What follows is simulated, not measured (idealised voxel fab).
process module | voxel self aligned vias
cross-section cut | 220 nm wide | cells 5 nm
A cross-section is a grid of square cells, given in bands from the top down. A band is one or more rows of cells.
Each band's line starts with the height of the band's top and of its bottom, in nm. Then come its materials from left to right, each with its width in nm. One material with "throughout" fills the band from edge to edge. "air" is empty space.
Height 0 is the level under which the wafer as received is all one material. The lowest band goes on downwards, as in "0 down".
A width such as "30 to 40" changes by the same amount from each row of cells to the next, from the band's top row to its bottom row.
"no change" after a step means that no cell of the cross-section changed.
closed voids: empty space of 8 cells or more with no open way to the top, each as width x height at its distance from the left edge, in nm
after a step's settings: what the simulator itself notes on the step
overlay nm, on a step with a mask: how far to the right of its planned place the mask lay; to the left if negative
plan
1 op RECEIVE | material Si
2 op CONFORMAL_DEP | material SiO2 | thk nm 10
3 op CONFORMAL_DEP | material SiCN | thk nm 5
4 op DIRECTIONAL_DEP | material SiO2 | thk nm 20
5 op MASKED_ETCH | tone open | mask id LINES | width nm 15 | pitch nm 65 | etch materials SiO2 | depth nm 20 | overlay nm 0
6 op CONFORMAL_DEP | material TiN | thk nm 5
7 op FILL_DEP | material W | thk nm 10
8 op CMP | height nm 35
9 op SELECTIVE_ETCH | etch materials W Ru TiN | depth nm 5
10 op FILL_DEP | material SiN | thk nm 5
11 op CMP | height nm 35
12 op DIRECTIONAL_DEP | material SiO2 | thk nm 15
13 op MASKED_ETCH | tone open | mask id VIAS | width nm 35 | etch materials SiO2 | depth nm 15 | overlay nm 0
14 op MASKED_ETCH | tone open | mask id VIAS | width nm 35 | etch materials SiN | depth nm 5 | overlay nm 0
15 op CONFORMAL_DEP | material TiN | thk nm 5
16 op FILL_DEP | material Cu | thk nm 5
17 op CMP | height nm 50
18 op CONFORMAL_DEP | material SiCN | thk nm 5
varied across the wafers: width nm of step 5. The plan shows the first wafer's value. All wafers start alike
first wafer as received, after step 1
  0 down: Si throughout
  closed voids: none
each wafer at the end: cells of each material gained (+) or lost (-) since it was received, then its closed voids
width nm 15 | +11 Cu | +88 SiCN | +3 SiN | +351 SiO2 | +27 TiN | +4 W | closed voids: none
width nm 20 | +12 Cu | +88 SiCN | +4 SiN | +343 SiO2 | +29 TiN | +8 W | closed voids: none
width nm 25 | +13 Cu | +88 SiCN | +5 SiN | +335 SiO2 | +31 TiN | +12 W | closed voids: none
width nm 30 | +14 Cu | +88 SiCN | +6 SiN | +327 SiO2 | +33 TiN | +16 W | closed voids: none
width nm 35 | +15 Cu | +88 SiCN | +7 SiN | +319 SiO2 | +35 TiN | +20 W | closed voids: none
width nm 40 | +15 Cu | +88 SiCN | +9 SiN | +311 SiO2 | +37 TiN | +24 W | closed voids: none
